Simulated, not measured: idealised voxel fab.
process module | voxel self aligned contacts
cross-section cut | 290 nm wide | cells 5 nm
A cross-section is a grid of square cells, given in bands from the top down. A band is one or more rows of cells.
Each band's line starts with the height of the band's top and of its bottom, in nm. Then come its materials from left to right, each with its width in nm. One material with "throughout" fills the band from edge to edge. "air" is empty space.
Height 0 is the level under which the wafer as received is all one material. The lowest band goes on downwards, as in "0 down".
A width such as "30 to 40" changes by the same amount from each row of cells to the next, from the band's top row to its bottom row.
"no change" after a step means that no cell of the cross-section changed.
closed voids: empty space of 8 cells or more with no open way to the top, each as width x height at its distance from the left edge, in nm
after a step's settings: what the simulator itself notes on the step
overlay nm, on a step with a mask: how far to the right of its planned place the mask lay; to the left if negative
plan
1 op RECEIVE | material Si
2 op CONFORMAL_DEP | material SiO2 | thk nm 5
3 op DIRECTIONAL_DEP | material polySi | thk nm 25
4 op DIRECTIONAL_DEP | material SiN | thk nm 15
5 op PATTERN | tone cover | mask id GATE | material resist | width nm 35 | pitch nm 60 | thk nm 15 | overlay nm 0
6 op DIRECTIONAL_ETCH | etch materials SiN | depth nm 15
7 op DIRECTIONAL_ETCH | etch materials polySi | depth nm 25
8 op STRIP | etch materials resist
9 op CONFORMAL_DEP | material SiN | thk nm 5
10 op DIRECTIONAL_ETCH | etch materials SiN | depth nm 5
11 op FILL_DEP | material SiO2 | thk nm 20
12 op CMP | height nm 55
13 op DIRECTIONAL_DEP | material aC | thk nm 15
14 op PATTERN | tone open | mask id CONTACT | material resist | width nm 25 | thk nm 35 | overlay nm 0
15 op DIRECTIONAL_ETCH | etch materials aC | depth nm 15
16 op STRIP | etch materials resist
17 op DIRECTIONAL_ETCH | etch materials SiO2 | depth nm 55
18 op STRIP | etch materials aC
19 op CONFORMAL_DEP | material TiN | thk nm 5
20 op FILL_DEP | material Ru | thk nm 10
21 op CMP | height nm 55
22 op CONFORMAL_DEP | material SiCN | thk nm 5
varied across the wafers: width nm of step 14. The plan shows the first wafer's value. All wafers start alike
first wafer as received, after step 1
  0 down: Si throughout
  closed voids: none
first wafer at the end, after step 22
  60 to 55: SiCN throughout
  55 to 45: SiO2 130 | TiN 5 to 10 | Ru 15 to 5 | TiN 5 to 10 | SiO2 135
  45 to 30: SiO2 90 | SiN 45 | TiN 5 | Ru 5 | TiN 5 | SiN 45 | SiO2 95
  30 to 5: SiO2 90 | SiN 5 | polySi 35 | SiN 5 | TiN 5 | Ru 5 | TiN 5 | SiN 5 | polySi 35 | SiN 5 | SiO2 95
  5 to 0: SiO2 135 | TiN 15 | SiO2 140
  0 down: Si throughout
  closed voids: none
last wafer at the end
  60 to 55: SiCN throughout
  55 to 45: SiO2 120 | TiN 5 to 20 | Ru 40 to 5 | TiN 5 to 25 | SiO2 120
  45 to 30: SiO2 90 | SiN 45 | TiN 5 | Ru 5 | TiN 5 | SiN 45 | SiO2 95
  30 to 5: SiO2 90 | SiN 5 | polySi 35 | SiN 5 | TiN 5 | Ru 5 | TiN 5 | SiN 5 | polySi 35 | SiN 5 | SiO2 95
  5 to 0: SiO2 135 | TiN 15 | SiO2 140
  0 down: Si throughout
  closed voids: none
each wafer at the end: cells of each material gained (+) or lost (-) since it was received, then its closed voids
width nm 25 | +12 Ru | +58 SiCN | +74 SiN | +457 SiO2 | +25 TiN | +70 polySi | closed voids: none
width nm 30 | +13 Ru | +58 SiCN | +74 SiN | +455 SiO2 | +26 TiN | +70 polySi | closed voids: none
width nm 35 | +14 Ru | +58 SiCN | +74 SiN | +453 SiO2 | +27 TiN | +70 polySi | closed voids: none
width nm 40 | +15 Ru | +58 SiCN | +74 SiN | +451 SiO2 | +28 TiN | +70 polySi | closed voids: none
width nm 45 | +16 Ru | +58 SiCN | +74 SiN | +449 SiO2 | +29 TiN | +70 polySi | closed voids: none
width nm 50 | +17 Ru | +58 SiCN | +74 SiN | +447 SiO2 | +30 TiN | +70 polySi | closed voids: none
